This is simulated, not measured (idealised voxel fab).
A process module follows: voxel double patterning.
Xsec cut, 170 nm wide, square cell size 5 nm.
Notation: cross-section as square-cell grid; stated in bands, top first, going down; one or more cell rows per band. A band entry consists of two parts. The first gives the height of the band's top and the height of its bottom, in nm. The rest lists the band's materials from left to right, each with its width in nm. A single material labelled with the word "edge to edge" fills the band from edge to edge, and the word "air" marks empty space. Heights are expressed relative to 0, this being the level below which the as-received wafer comprises one material exclusively. The lowest band is unbounded in the downward direction and is denoted as in "from 0 down". The notation "30 to 40" denotes a width that varies across the rows of cells in the band, beginning at the first number in the top row, finishing at the second number in the bottom row, and changing by an identical amount from each row to the next. Step marked "no alteration"? Then no cell in the cross-section changed in it. In "Closed cavities" the enclosed voids are listed, meaning empty spaces of 8 cells or larger without any opening to the top. The form is width x height at distance, distance from the left edge, units nm. What comes after the settings on a step's line is commentary from the simulator itself on that step. You can add "overlay nm" to a step's line. For a step with a mask, it describes how far the mask lay to the right of its planned position, and a negative number describes a lay to the left.

Below is the list of planned process steps:
1: RECEIVE (material Si)
2: CONFORMAL_DEP (material SiN; thk nm 5)
3: DIRECTIONAL_DEP (material SiO2; thk nm 10)
4: DIRECTIONAL_DEP (material SiCN; thk nm 5)
5: DIRECTIONAL_DEP (material aC; thk nm 10)
6: PATTERN (tone open; mask id FIRST; material resist; width nm 15; pitch nm 50; thk nm 30; overlay nm 0)
7: DIRECTIONAL_ETCH (etch materials aC; depth nm 10)
8: STRIP (etch materials resist)
9: DIRECTIONAL_ETCH (etch materials SiCN; depth nm 5)
10: STRIP (etch materials aC)
11: PATTERN (tone open; mask id SECOND; material resist; width nm 15; pitch nm 50; thk nm 20; overlay nm 0)
12: DIRECTIONAL_ETCH (etch materials SiCN; depth nm 5)
13: STRIP (etch materials resist)
14: DIRECTIONAL_ETCH (etch materials SiO2; depth nm 10)
15: STRIP (etch materials SiCN)

Shown in cross-section is the wafer as received, that is, as it stands after step 1:
from 0 down = Si edge to edge
Closed cavities: none

End state of the module in cross-section, given the above starting point and plan and one mistake in execution:
from 10 to 5 = SiO2 edge to edge
from 5 to 0 = SiN edge to edge
from 0 down = Si edge to edge
Closed cavities: none
Error vs. plan: step 4 off recipe, ran as DIRECTIONAL_DEP (material SiO2; thk nm 5)
